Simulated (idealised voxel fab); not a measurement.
process module | voxel transistor to metal
cross-section cut | 185 nm wide | cells 5 nm
A cross-section is a grid of square cells, given in bands from the top down. A band is one or more rows of cells.
Each band's line starts with the height of the band's top and of its bottom, in nm. Then come its materials from left to right, each with its width in nm. One material with "throughout" fills the band from edge to edge. "air" is empty space.
Height 0 is the level under which the wafer as received is all one material. The lowest band goes on downwards, as in "0 down".
A width such as "30 to 40" changes by the same amount from each row of cells to the next, from the band's top row to its bottom row.
"no change" after a step means that no cell of the cross-section changed.
closed voids: empty space of 8 cells or more with no open way to the top, each as width x height at its distance from the left edge, in nm
after a step's settings: what the simulator itself notes on the step
overlay nm, on a step with a mask: how far to the right of its planned place the mask lay; to the left if negative
plan
1 op RECEIVE | material Si
2 op OXIDIZE | depth nm 5
3 op CONFORMAL_DEP | material SiN | thk nm 10
4 op PATTERN | tone cover | mask id ACTIVE | material resist | width nm 120 | thk nm 15 | overlay nm 0
5 op DIRECTIONAL_ETCH | etch materials SiN | depth nm 10
6 op DIRECTIONAL_ETCH | etch materials SiO2 | depth nm 5
7 op DIRECTIONAL_ETCH | etch materials Si | depth nm 25
8 op STRIP | etch materials resist
9 op OXIDIZE | depth nm 5
10 op FILL_DEP | material SiO2 | thk nm 15
11 op CMP | height nm 10
12 op SELECTIVE_ETCH | etch materials SiO2 | depth nm 10
13 op STRIP | etch materials SiN
14 op SELECTIVE_ETCH | etch materials SiO2 | depth nm 5
15 op OXIDIZE | depth nm 5
16 op DIRECTIONAL_DEP | material polySi | thk nm 25
17 op DIRECTIONAL_DEP | material SiCN | thk nm 15
18 op PATTERN | tone cover | mask id GATE | material resist | width nm 30 | thk nm 15 | overlay nm 0
19 op DIRECTIONAL_ETCH | etch materials SiCN | depth nm 25
20 op DIRECTIONAL_ETCH | etch materials polySi | depth nm 35
21 op STRIP | etch materials resist
22 op CONFORMAL_DEP | material SiO2 | thk nm 5
23 op DIRECTIONAL_ETCH | etch materials SiO2 | depth nm 5
24 op CONFORMAL_DEP | material SiN | thk nm 5
25 op DIRECTIONAL_ETCH | etch materials SiN | depth nm 5
26 op DIRECTIONAL_ETCH | etch materials SiO2 | depth nm 5
27 op DIRECTIONAL_ETCH | etch materials Si | depth nm 5
28 op EPI | material nSi | thk nm 10
29 op FILL_DEP | material SiO2 | thk nm 10
30 op CMP | height nm 20
31 op STRIP | etch materials polySi
32 op SELECTIVE_ETCH | etch materials SiO2 | depth nm 5
33 op CONFORMAL_DEP | material HfO2 | thk nm 5
34 op CONFORMAL_DEP | material TiN | thk nm 5
35 op FILL_DEP | material W | thk nm 5
36 op CMP | height nm 15
37 op DIRECTIONAL_DEP | material SiO2 | thk nm 10
38 op DIRECTIONAL_DEP | material aC | thk nm 15
39 op PATTERN | tone open | mask id CONTACT | material resist | width nm 20 | pitch nm 90 | thk nm 30 | overlay nm 0
40 op DIRECTIONAL_ETCH | etch materials aC | depth nm 15
41 op STRIP | etch materials resist
42 op DIRECTIONAL_ETCH | etch materials SiO2 | depth nm 30
43 op STRIP | etch materials aC
44 op CONFORMAL_DEP | material TiN | thk nm 5
45 op FILL_DEP | material Ru | thk nm 10
46 op CMP | height nm 25
47 op CONFORMAL_DEP | material SiN | thk nm 5
48 op DIRECTIONAL_DEP | material lowk | thk nm 20
49 op MASKED_ETCH | tone open | mask id METAL_1 | width nm 20 | pitch nm 90 | etch materials lowk | depth nm 20 | overlay nm 0
50 op MASKED_ETCH | tone open | mask id METAL_1 | width nm 20 | pitch nm 90 | etch materials SiN | depth nm 5 | overlay nm 0
51 op CONFORMAL_DEP | material TiN | thk nm 5
52 op FILL_DEP | material W | thk nm 10
53 op CMP | height nm 50
54 op EPI | material Ru | thk nm 5
55 op FILL_DEP | material SiCN | thk nm 5
56 op DIRECTIONAL_DEP | material lowk | thk nm 30
57 op PATTERN | tone open | mask id METAL_2_HOLES | material resist | width nm 15 | pitch nm 90 | thk nm 20 | overlay nm 0
58 op DIRECTIONAL_ETCH | etch materials lowk | depth nm 30
59 op STRIP | etch materials resist
60 op PATTERN | tone open | mask id METAL_2 | material resist | width nm 20 | pitch nm 90 | thk nm 15 | overlay nm 0
61 op DIRECTIONAL_ETCH | etch materials lowk | depth nm 20
62 op DIRECTIONAL_ETCH | etch materials SiCN | depth nm 5
63 op STRIP | etch materials resist
64 op CONFORMAL_DEP | material TiN | thk nm 5
65 op FILL_DEP | material Cu | thk nm 10
66 op CMP | height nm 90
67 op CONFORMAL_DEP | material SiN | thk nm 5
as received, after step 1
  0 down: Si throughout
  closed voids: none
first wafer at the end, as planned
  95 to 90: SiN throughout
  90 to 75: lowk 35 | TiN 5 | Cu 10 | TiN 5 | lowk 70 | TiN 5 | Cu 10 | TiN 5 | lowk 40
  75 to 70: lowk 35 | TiN 5 | Cu 5 | TiN 10 | lowk 70 | TiN 5 | Cu 5 | TiN 10 | lowk 40
  70 to 60: lowk 35 | TiN 5 | Cu 5 | TiN 5 | lowk 75 | TiN 5 | Cu 5 | TiN 5 | lowk 45
  60 to 55: SiCN 35 | TiN 15 | SiCN 75 | TiN 15 | SiCN 45
  55 to 50: SiCN 30 | Ru 30 | SiCN 60 | Ru 30 | SiCN 35
  50 to 30: lowk 35 | TiN 5 | W 10 | TiN 5 | lowk 70 | TiN 5 | W 10 | TiN 5 | lowk 40
  30 to 25: SiN 35 | TiN 20 | SiN 70 | TiN 20 | SiN 40
  25 to 15: SiO2 35 | TiN 5 | Ru 10 | TiN 5 | SiO2 70 | TiN 5 | Ru 10 | TiN 5 | SiO2 40
  15 to 0: SiO2 35 | TiN 5 | Ru 10 | TiN 5 | SiO2 10 | SiN 5 | HfO2 5 | TiN 5 | W 20 | TiN 5 | HfO2 5 | SiN 5 | SiO2 10 | TiN 5 | Ru 10 | TiN 5 | SiO2 40
  0 to -5: SiO2 35 | TiN 20 | nSi 10 | SiN 5 | HfO2 5 | TiN 30 | HfO2 5 | SiN 5 | nSi 10 | TiN 20 | SiO2 40
  -5 to -10: SiO2 30 | nSi 35 | SiO2 5 | HfO2 40 | SiO2 5 | nSi 35 | SiO2 35
  -10 to -15: SiO2 35 | nSi 30 | Si 50 | nSi 30 | SiO2 40
  -15 to -35: SiO2 35 | Si 110 | SiO2 40
  -35 down: Si throughout
  closed voids: none
second wafer at the end: like start, like plan, one mistake
  95 to 90: SiN throughout
  90 to 75: lowk 35 | TiN 5 | Cu 10 | TiN 5 | lowk 70 | TiN 5 | Cu 10 | TiN 5 | lowk 40
  75 to 70: lowk 35 | TiN 5 | Cu 5 | TiN 10 | lowk 70 | TiN 5 | Cu 5 | TiN 10 | lowk 40
  70 to 60: lowk 35 | TiN 5 | Cu 5 | TiN 5 | lowk 75 | TiN 5 | Cu 5 | TiN 5 | lowk 45
  60 to 55: SiCN 35 | TiN 15 | SiCN 75 | TiN 15 | SiCN 45
  55 to 50: SiCN 30 | Ru 30 | SiCN 60 | Ru 30 | SiCN 35
  50 to 30: lowk 35 | TiN 5 | W 10 | TiN 5 | lowk 70 | TiN 5 | W 10 | TiN 5 | lowk 40
  30 to 25: SiN 35 | TiN 20 | SiN 70 | TiN 20 | SiN 40
  25 to 15: SiO2 35 | TiN 5 | Ru 10 | TiN 5 | SiO2 70 | TiN 5 | Ru 10 | TiN 5 | SiO2 40
  15 to 0: SiO2 35 | TiN 5 | Ru 10 | TiN 5 | SiO2 10 | SiN 5 | TiN 5 | HfO2 5 | W 20 | HfO2 5 | TiN 5 | SiN 5 | SiO2 10 | TiN 5 | Ru 10 | TiN 5 | SiO2 40
  0 to -5: SiO2 35 | TiN 20 | nSi 10 | SiN 5 | TiN 5 | HfO2 30 | TiN 5 | SiN 5 | nSi 10 | TiN 20 | SiO2 40
  -5 to -10: SiO2 30 | nSi 35 | SiO2 5 | TiN 40 | SiO2 5 | nSi 35 | SiO2 35
  -10 to -15: SiO2 35 | nSi 30 | Si 50 | nSi 30 | SiO2 40
  -15 to -35: SiO2 35 | Si 110 | SiO2 40
  -35 down: Si throughout
  closed voids: none
what went wrong: steps 33 and 34 were swapped
at the end the second wafer has, in cells: 4 fewer of HfO2 | 4 more of TiN
